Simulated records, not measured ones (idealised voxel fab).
Name of the process module below: voxel released beams
Cross-section cut spans 160 nm and uses square cells 5 nm in size.
In this document a cross-section is written as a grid of square cells. It is given as a series of bands, listed from the top down, and a band is one or more rows of cells. First you get the band's top height and its bottom height, in nm, and then the materials it's made of, left to right, with each width in nm. If you see a single material with "edge to edge", that one covers the band edge to edge. "empty" is empty space. Height datum 0, below which the as-received substrate wafer is one material. Lowest band open at the bottom, running downward: "0..down". You'd read "30..40" like this: the band's top row of cells is as wide as the first number, its bottom row is as wide as the second, and going down, every row changes width by the same amount as the row before did. "no alterations made" (step): cross-section cells unchanged, all of them. Completely sealed voids: empty space of 8 cells or more with no open way to the top, each as width x height at its distance from the left edge, in nm. If you see something after the settings on a step's line, that's the simulator's own remark about that step. What "overlay nm" on a step's line means: if the step has a mask, that mask lay this far to the right of its planned place, or, when the value is negative, to the left.

# This section lists the process steps that were planned
1 RECEIVE: material Si
2 CONFORMAL_DEP: material Al2O3, thk nm 5
3 DIRECTIONAL_DEP: material SiO2, thk nm 20
4 DIRECTIONAL_DEP: material aC, thk nm 15
5 PATTERN: tone open, mask id ANCHOR, material resist, width nm 35, thk nm 30, overlay nm 0
6 DIRECTIONAL_ETCH: etch materials aC, depth nm 15
7 STRIP: etch materials resist
8 DIRECTIONAL_ETCH: etch materials SiO2, depth nm 20
9 STRIP: etch materials aC
10 CONFORMAL_DEP: material W, thk nm 10
11 DIRECTIONAL_DEP: material aC, thk nm 10
12 PATTERN: tone cover, mask id BEAM, material resist, width nm 100, thk nm 30, overlay nm 0
13 DIRECTIONAL_ETCH: etch materials aC, depth nm 10
14 STRIP: etch materials resist
15 DIRECTIONAL_ETCH: etch materials W, depth nm 10
16 STRIP: etch materials aC
17 STRIP: etch materials SiO2
Where the wafers of this document differ is in the width nm of step 12; they start out the same, and the plan states the value that applied to the first wafer.

# The first of several wafers in cross-section, exactly as it reached us after step 1
	0..down = Si edge to edge
	Completely sealed voids: none

# Per wafer, end of module: cells gained (+) or lost (-) per material since receipt, then closed voids
width nm 100; +32 Al2O3; +56 W; Completely sealed voids: none
width nm 105; +32 Al2O3; +58 W; Completely sealed voids: none
width nm 110; +32 Al2O3; +60 W; Completely sealed voids: none
width nm 115; +32 Al2O3; +62 W; Completely sealed voids: none
width nm 120; +32 Al2O3; +64 W; Completely sealed voids: none
width nm 125; +32 Al2O3; +66 W; Completely sealed voids: none
